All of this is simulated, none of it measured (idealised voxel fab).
The name of this process module is voxel wiring stack.
Cross-section cut spans 195 nm and uses square cells 5 nm in size.
Cross-section layout: square cells on a grid; listed as bands, top to bottom; a band spans one or more cell rows. Band: top and bottom heights (nm) first, top before bottom; then materials from left to right, widths in nm. "everywhere" marks a sole material filling the band edge to edge. "blank" denotes empty space. Convention: height 0 is the level below which the wafer, as received, is all one material. The lowest band does not terminate at the bottom but continues downward, represented as "z 0 and below". A width such as "30->40" changes by the same amount from each row of cells to the next, from the band's top row to its bottom row. No cell of the cross-section changed in a step that is given as "stayed the same". The entry titled "Closed void inventory" provides the empty spaces that have no open way to the top, restricted to those of 8 cells or more. Each is presented as width x height at distance, the distance being measured from the left edge, with all three in nm. Heads up: the bit after the settings on a step's line is the simulator's remark on that step. You can add "overlay nm" to a step's line. For a step with a mask, it describes how far the mask lay to the right of its planned position, and a negative number describes a lay to the left.
The following list gives the planned process steps
1) op RECEIVE | material Si
2) op CONFORMAL_DEP | material SiO2 | thk nm 10
3) op CONFORMAL_DEP | material SiCN | thk nm 5
4) op DIRECTIONAL_DEP | material SiO2 | thk nm 15
5) op PATTERN | tone open | mask id METAL_1 | material resist | width nm 25 | pitch nm 55 | thk nm 15 | overlay nm 0
6) op DIRECTIONAL_ETCH | etch materials SiO2 | depth nm 15
7) op DIRECTIONAL_ETCH | etch materials SiCN | depth nm 5
8) op STRIP | etch materials resist
9) op CONFORMAL_DEP | material TiN | thk nm 5
10) op FILL_DEP | material W | thk nm 5
11) op CMP | height nm 30
12) op CONFORMAL_DEP | material SiCN | thk nm 5
13) op DIRECTIONAL_DEP | material lowk | thk nm 15
14) op PATTERN | tone open | mask id PLUG_1 | material resist | width nm 15 | pitch nm 55 | thk nm 15 | overlay nm 0
15) op DIRECTIONAL_ETCH | etch materials lowk | depth nm 15
16) op DIRECTIONAL_ETCH | etch materials SiCN | depth nm 5
17) op STRIP | etch materials resist
18) op CONFORMAL_DEP | material TiN | thk nm 5
19) op FILL_DEP | material Ru | thk nm 10
20) op CMP | height nm 50
21) op DIRECTIONAL_DEP | material TiN | thk nm 5
22) op DIRECTIONAL_DEP | material W | thk nm 15
23) op DIRECTIONAL_DEP | material aC | thk nm 10
24) op PATTERN | tone cover | mask id METAL_2 | material resist | width nm 25 | pitch nm 55 | thk nm 25 | overlay nm 0
25) op DIRECTIONAL_ETCH | etch materials aC | depth nm 10
26) op STRIP | etch materials resist
27) op DIRECTIONAL_ETCH | etch materials W | depth nm 15
28) op DIRECTIONAL_ETCH | etch materials TiN | depth nm 5
29) op STRIP | etch materials aC
30) op CONFORMAL_DEP | material SiN | thk nm 5
31) op FILL_DEP | material SiO2 | thk nm 5
32) op CMP | height nm 70
33) op CONFORMAL_DEP | material SiCN | thk nm 5
34) op DIRECTIONAL_DEP | material lowk | thk nm 25
35) op MASKED_ETCH | tone open | mask id METAL_3_HOLES | width nm 15 | etch materials lowk | depth nm 25 | overlay nm 0
36) op PATTERN | tone open | mask id METAL_3 | material resist | width nm 25 | pitch nm 55 | thk nm 20 | overlay nm 0
37) op DIRECTIONAL_ETCH | etch materials lowk | depth nm 15
38) op DIRECTIONAL_ETCH | etch materials SiCN | depth nm 5
39) op STRIP | etch materials resist
40) op CONFORMAL_DEP | material TiN | thk nm 5
41) op FILL_DEP | material Cu | thk nm 10
42) op CMP | height nm 100
43) op CONFORMAL_DEP | material SiCN | thk nm 5
Wafer at receipt (post step 1), cross-section
> z 0 and below = Si everywhere
> Closed void inventory: none
Wafer cross-section at module end: first of two, run to plan
> z 105 to 100 = SiCN everywhere
> z 100 to 90 = 55 of lowk; 5 of TiN; 15 of Cu; 5 of TiN; 30 of lowk; 5 of TiN; 15 of Cu; 5 of TiN; 60 of lowk
> z 90 to 85 = 55 of lowk; 5 of TiN; 5 of Cu; 15 of TiN; 30 of lowk; 25 of TiN; 60 of lowk
> z 85 to 75 = 55 of lowk; 5 of TiN; 5 of Cu; 5 of TiN; 125 of lowk
> z 75 to 70 = 55 of SiCN; 15 of TiN; 125 of SiCN
> z 70 to 55 = 50 of SiO2; 5 of SiN; 25 of W; 5 of SiN; 20 of SiO2; 5 of SiN; 25 of W; 5 of SiN; 55 of SiO2
> z 55 to 50 = 55 of SiN; 25 of TiN; 30 of SiN; 25 of TiN; 60 of SiN
> z 50 to 35 = 55 of lowk; 5 of TiN; 5 of Ru; 5 of TiN; 40 of lowk; 5 of TiN; 5 of Ru; 5 of TiN; 70 of lowk
> z 35 to 30 = 55 of SiCN; 15 of TiN; 40 of SiCN; 15 of TiN; 70 of SiCN
> z 30 to 15 = 55 of SiO2; 5 of TiN; 15 of W; 5 of TiN; 30 of SiO2; 5 of TiN; 15 of W; 5 of TiN; 60 of SiO2
> z 15 to 10 = 55 of SiCN; 25 of TiN; 30 of SiCN; 25 of TiN; 60 of SiCN
> z 10 to 0 = SiO2 everywhere
> z 0 and below = Si everywhere
> Closed void inventory: none
second wafer at the end: like start, like plan, one mistake
> z 105 to 100 = SiCN everywhere
> z 100 to 90 = 55 of lowk; 5 of TiN; 15 of Cu; 5 of TiN; 30 of lowk; 5 of TiN; 15 of Cu; 5 of TiN; 60 of lowk
> z 90 to 85 = 55 of lowk; 5 of TiN; 5 of Cu; 15 of TiN; 30 of lowk; 25 of TiN; 60 of lowk
> z 85 to 75 = 55 of lowk; 5 of TiN; 5 of Cu; 5 of TiN; 125 of lowk
> z 75 to 70 = 55 of SiCN; 15 of TiN; 125 of SiCN
> z 70 to 55 = 50 of SiO2; 5 of SiN; 25 of W; 5 of SiN; 20 of SiO2; 5 of SiN; 25 of W; 5 of SiN; 55 of SiO2
> z 55 to 50 = 55 of SiN; 25 of TiN; 30 of SiN; 25 of TiN; 60 of SiN
> z 50 to 35 = 55 of lowk; 5 of TiN; 10 of Ru; 5 of TiN; 35 of lowk; 5 of TiN; 10 of Ru; 5 of TiN; 65 of lowk
> z 35 to 30 = 55 of SiCN; 20 of TiN; 35 of SiCN; 20 of TiN; 65 of SiCN
> z 30 to 15 = 55 of SiO2; 5 of TiN; 15 of W; 5 of TiN; 30 of SiO2; 5 of TiN; 15 of W; 5 of TiN; 60 of SiO2
> z 15 to 10 = 55 of SiCN; 25 of TiN; 30 of SiCN; 25 of TiN; 60 of SiCN
> z 10 to 0 = SiO2 everywhere
> z 0 and below = Si everywhere
> Closed void inventory: none
What was done differently from what was planned? step 14 did not use the planned setting and instead ran as op PATTERN | tone open | mask id PLUG_1 | material resist | width nm 20 | pitch nm 55 | thk nm 15 | overlay nm 0
Upon completion, the second wafer contains, in terms of cells, a greater or smaller amount of certain materials than the first wafer: Ru +6; SiCN -2; TiN +2; lowk -6
